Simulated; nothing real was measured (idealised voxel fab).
This section sets out a process module, namely voxel self aligned contacts.
Pictured: cross-section cut, 195 nm wide, on a grid of 5 nm square cells.
Heads up, the way a cross-section reads in here is a grid of square cells, handed over as bands from the top down, with every band being one or more rows of cells. Top, bottom (nm), then materials left to right with widths (nm); lone material tagged "all across" fills the whole band edge to edge; "blank" = empty space. Heights are measured from 0, the level below which the as-received wafer is all one material; the lowest band has no bottom and continues downward, written as in "z 0 and below". A two-number width, for instance "30 to 40", indicates that the width is equal to the first number in the top row of the band and to the second number in the bottom row, and that it changes by a constant amount per row of cells. Any step labelled "left unchanged" changed none of the cells in the cross-section. Entry "Closed internal voids". Content: empty spaces with no open connection to the top, size 8 cells or greater. Each: width x height at distance. Distance: from left edge. Unit: nm. Note: text after step settings on the step line = simulator remark on that step. If you see "overlay nm" on a step's line and that step has a mask, it's telling you how far right of where it was planned the mask ended up; a negative number means it went left instead.
-- Set out below are the planned steps of the process
| 1 | RECEIVE with material Si |
| 2 | CONFORMAL_DEP with material SiO2, thk nm 5 |
| 3 | DIRECTIONAL_DEP with material polySi, thk nm 30 |
| 4 | DIRECTIONAL_DEP with material SiN, thk nm 15 |
| 5 | PATTERN with tone cover, mask id GATE, material resist, width nm 30, pitch nm 65, thk nm 15, overlay nm 0 |
| 6 | DIRECTIONAL_ETCH with etch materials SiN, depth nm 15 |
| 7 | DIRECTIONAL_ETCH with etch materials polySi, depth nm 30 |
| 8 | STRIP with etch materials resist |
| 9 | CONFORMAL_DEP with material SiN, thk nm 5 |
| 10 | DIRECTIONAL_ETCH with etch materials SiN, depth nm 5 |
| 11 | FILL_DEP with material SiO2, thk nm 15 |
| 12 | CMP with height nm 60 |
| 13 | MASKED_ETCH with tone open, mask id CONTACT, width nm 45, pitch nm 65, etch materials SiO2, depth nm 60, overlay nm 0 |
| 14 | CONFORMAL_DEP with material TiN, thk nm 5 |
| 15 | FILL_DEP with material Ru, thk nm 5 |
| 16 | CMP with height nm 60 |
| 17 | CONFORMAL_DEP with material SiCN, thk nm 5 |
-- Cross-section of the wafer upon arrival, representing the state reached after step 1
- z 0 and below = Si all across
- Closed internal voids: none
-- Cross-sectional image of the first of two wafers at the end of the module, the run having proceeded as planned
- z 65 to 60 = SiCN all across
- z 60 to 50 = SiO2: 40; TiN: 5 to 15; Ru: 35 to 15; TiN: 5 to 15; SiO2: 20; TiN: 5 to 15; Ru: 35 to 15; TiN: 5 to 15; SiO2: 45
- z 50 to 35 = SiO2: 10; SiN: 40; TiN: 5; Ru: 15; TiN: 5; SiN: 40; TiN: 5; Ru: 15; TiN: 5; SiN: 40; SiO2: 15
- z 35 to 5 = SiO2: 10; SiN: 5; polySi: 30; SiN: 5; TiN: 5; Ru: 15; TiN: 5; SiN: 5; polySi: 30; SiN: 5; TiN: 5; Ru: 15; TiN: 5; SiN: 5; polySi: 30; SiN: 5; SiO2: 15
- z 5 to 0 = SiO2: 50; TiN: 25; SiO2: 40; TiN: 25; SiO2: 55
- z 0 and below = Si all across
- Closed internal voids: none
-- Now the second wafer, cross-sectioned at the end of the module. Nothing different at the start, nothing different in the plan compared with the first, just one mistake when it was actually run
- z 65 to 60 = SiCN all across
- z 60 to 50 = SiO2: 45; TiN: 5 to 10; Ru: 25 to 15; TiN: 5 to 10; SiO2: 30; TiN: 5 to 10; Ru: 25 to 15; TiN: 5 to 10; SiO2: 50
- z 50 to 35 = SiO2: 10; SiN: 40; TiN: 5; Ru: 15; TiN: 5; SiN: 40; TiN: 5; Ru: 15; TiN: 5; SiN: 40; SiO2: 15
- z 35 to 5 = SiO2: 10; SiN: 5; polySi: 30; SiN: 5; TiN: 5; Ru: 15; TiN: 5; SiN: 5; polySi: 30; SiN: 5; TiN: 5; Ru: 15; TiN: 5; SiN: 5; polySi: 30; SiN: 5; SiO2: 15
- z 5 to 0 = SiO2: 50; TiN: 25; SiO2: 40; TiN: 25; SiO2: 55
- z 0 and below = Si all across
- Closed internal voids: none
What went wrong in running the wafer? step 13 off recipe, ran as MASKED_ETCH with tone open, mask id CONTACT, width nm 35, pitch nm 65, etch materials SiO2, depth nm 60, overlay nm 0
Wafer comparison, final, in cells, second relative to first, materials more or fewer: -4 Ru, +8 SiO2, -4 TiN
